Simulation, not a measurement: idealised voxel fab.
The name of this process module is voxel gate over fins.
Section cut is 275 nm wide and gridded with 5 nm square cells.
Cross-section format: a grid of square cells, given as bands from top to bottom; each band is one or more rows of cells.
Band: top and bottom heights (nm) first, top before bottom; then materials from left to right, widths in nm. "all across" marks a sole material filling the band edge to edge. "empty" denotes empty space.
It should be noted that heights are counted from 0, beneath which the wafer as supplied is of one material throughout, and that the lowest band possesses no lower boundary but continues downward, as written in "0 nm and below".
The two numbers in a width such as "30 to 40" mark its ends across the band: the first belongs to the top row of cells, the second to the bottom row, and from each row to the next the width moves by the same amount.
Where the words "nothing changed" appear for a step, the cross-section shows no cell changed by that step; every cell remained as before.
The entry titled "Completely sealed voids" provides the empty spaces that have no open way to the top, restricted to those of 8 cells or more. Each is presented as width x height at distance, the distance being measured from the left edge, with all three in nm.
Note: text after step settings on the step line = simulator remark on that step.
Each step line may optionally specify "overlay nm", which for a step with a mask gives the rightward distance between the mask's planned place and where it lay, a negative value indicating the leftward direction.

-- Set out below are the planned steps of the process
step 1: RECEIVE with material Si
step 2: CONFORMAL_DEP with material SiN, thk nm 10
step 3: MASKED_ETCH with tone cover, mask id FINS, width nm 15, pitch nm 40, etch materials SiN, depth nm 10, overlay nm 0
step 4: MASKED_ETCH with tone cover, mask id FINS, width nm 15, pitch nm 40, etch materials Si, depth nm 35, overlay nm 0
step 5: FILL_DEP with material SiO2, thk nm 15
step 6: CMP with height nm 0
step 7: SELECTIVE_ETCH with etch materials SiO2, depth nm 25
step 8: STRIP with etch materials SiN
step 9: CONFORMAL_DEP with material HfO2, thk nm 5
step 10: CONFORMAL_DEP with material TiN, thk nm 5
step 11: FILL_DEP with material W, thk nm 10
step 12: CMP with height nm 15
step 13: CONFORMAL_DEP with material SiN, thk nm 10
The height nm used in step 6 is not the same on every wafer, whereas the starting condition is; the value printed in the plan is the first wafer's.

-- Received wafers, first of several: cross-section after step 1
	0 nm and below | Si all across
	Completely sealed voids: none

-- Post step 13, the closing step of the module: first of several wafers, cross-sectioned
	25 nm to 15 nm | SiN all across
	15 nm to 10 nm | W all across
	10 nm to 5 nm | 100 nm W, 35 nm TiN, 5 nm W, 35 nm TiN, 100 nm W
	5 nm to 0 nm | 100 nm W, 5 nm TiN, 25 nm HfO2, 5 nm TiN, 5 nm W, 5 nm TiN, 25 nm HfO2, 5 nm TiN, 100 nm W
	0 nm to -15 nm | 100 nm W, 5 nm TiN, 5 nm HfO2, 15 nm Si, 5 nm HfO2, 5 nm TiN, 5 nm W, 5 nm TiN, 5 nm HfO2, 15 nm Si, 5 nm HfO2, 5 nm TiN, 100 nm W
	-15 nm to -20 nm | 105 nm TiN, 5 nm HfO2, 15 nm Si, 5 nm HfO2, 15 nm TiN, 5 nm HfO2, 15 nm Si, 5 nm HfO2, 105 nm TiN
	-20 nm to -25 nm | 110 nm HfO2, 15 nm Si, 25 nm HfO2, 15 nm Si, 110 nm HfO2
	-25 nm to -35 nm | 110 nm SiO2, 15 nm Si, 25 nm SiO2, 15 nm Si, 110 nm SiO2
	-35 nm and below | Si all across
	Completely sealed voids: none

-- Final wafer of several, shown in cross-section at the end of the module
	25 nm to 15 nm | SiN all across
	15 nm to 10 nm | W all across
	10 nm to 5 nm | TiN all across
	5 nm to 0 nm | HfO2 all across
	0 nm to -35 nm | 110 nm SiO2, 15 nm Si, 25 nm SiO2, 15 nm Si, 110 nm SiO2
	-35 nm and below | Si all across
	Completely sealed voids: none

-- Below is a per-wafer table. In it, each row describes the wafer at the end of the module by giving, for each material, the number of cells gained (+) or lost (-) since the wafer was received, and after that the closed voids of the wafer
height nm 0; +75 HfO2; -343 Si; +110 SiN; +98 SiO2; +75 TiN; +260 W; Completely sealed voids: none
height nm 5; +71 HfO2; -343 Si; +110 SiN; +147 SiO2; +71 TiN; +219 W; Completely sealed voids: none
height nm 10; +67 HfO2; -343 Si; +110 SiN; +196 SiO2; +67 TiN; +178 W; Completely sealed voids: none
height nm 15; +63 HfO2; -343 Si; +110 SiN; +245 SiO2; +63 TiN; +137 W; Completely sealed voids: none
height nm 20; +59 HfO2; -343 Si; +110 SiN; +294 SiO2; +59 TiN; +96 W; Completely sealed voids: none
height nm 25; +55 HfO2; -343 Si; +110 SiN; +343 SiO2; +55 TiN; +55 W; Completely sealed voids: none
